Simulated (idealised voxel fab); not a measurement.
A process module follows: voxel lift off.
It is cross-section cut that appears here, measuring 195 nm in width, its square cells being 5 nm in size.
Think of the cross-section as a grid of square cells. We describe it in bands, top to bottom, and each band covers one or more rows of those cells.
Basically the band line says how high the top is and how high the bottom is, in nm, and then what's in it from left to right, every material with its width in nm. Empty space shows up as "air", and if a single material carries "edge to edge" it runs the full band edge to edge.
Heights are expressed relative to 0, this being the level below which the as-received wafer comprises one material exclusively. The lowest band is unbounded in the downward direction and is denoted as in "z 0 and below".
Graded width ("30->40"): value in top row of band = first number; value in bottom row = second number; row-to-row change constant.
"remained unchanged" (step): cross-section cells unchanged, all of them.
Under "Enclosed cavities" you'll find the enclosed gaps, the ones with no way out to the top, that are 8 cells or bigger; each reads width x height at distance, with distance counted from the left edge, everything in nm.
Formally, on a step line, whatever follows the settings is a remark that the simulator itself makes on the step.
The setting "overlay nm" may be written on the line of a step. When the step uses a mask, the value reports how far to the right of the planned place the mask lay, and a negative value reports that it lay to the left.

Here's what the planned process steps look like:
1: RECEIVE: material Si
2: CONFORMAL_DEP: material SiO2, thk nm 10
3: PATTERN: tone open, mask id LINES, material resist, width nm 20, pitch nm 40, thk nm 25, overlay nm 0
4: DIRECTIONAL_DEP: material Ru, thk nm 15
5: STRIP: etch materials resist
6: CONFORMAL_DEP: material SiO2, thk nm 10

Cross-section: wafer on arrival = after step 1:
  z 0 and below: Si edge to edge
  Enclosed cavities: none

Starting structure and process plan are as shown above, but one mistake was made in running the module; the wafer cross-section at the end of the module follows:
  z 35 to 25: 60 air / 80 SiO2 / 55 air
  z 25 to 20: 60 air / 10 SiO2 / 20 Ru / 20 SiO2 / 20 Ru / 10 SiO2 / 55 air
  z 20 to 10: 70 SiO2 / 20 Ru / 20 SiO2 / 20 Ru / 65 SiO2
  z 10 to 0: SiO2 edge to edge
  z 0 and below: Si edge to edge
  Enclosed cavities: none
The mistake made against the process plan was this: it should be noted that step 3 was executed with settings other than those planned, the operation and settings actually applied being PATTERN: tone open, mask id LINES, material resist, width nm 20, pitch nm 40, thk nm 25, overlay nm 5
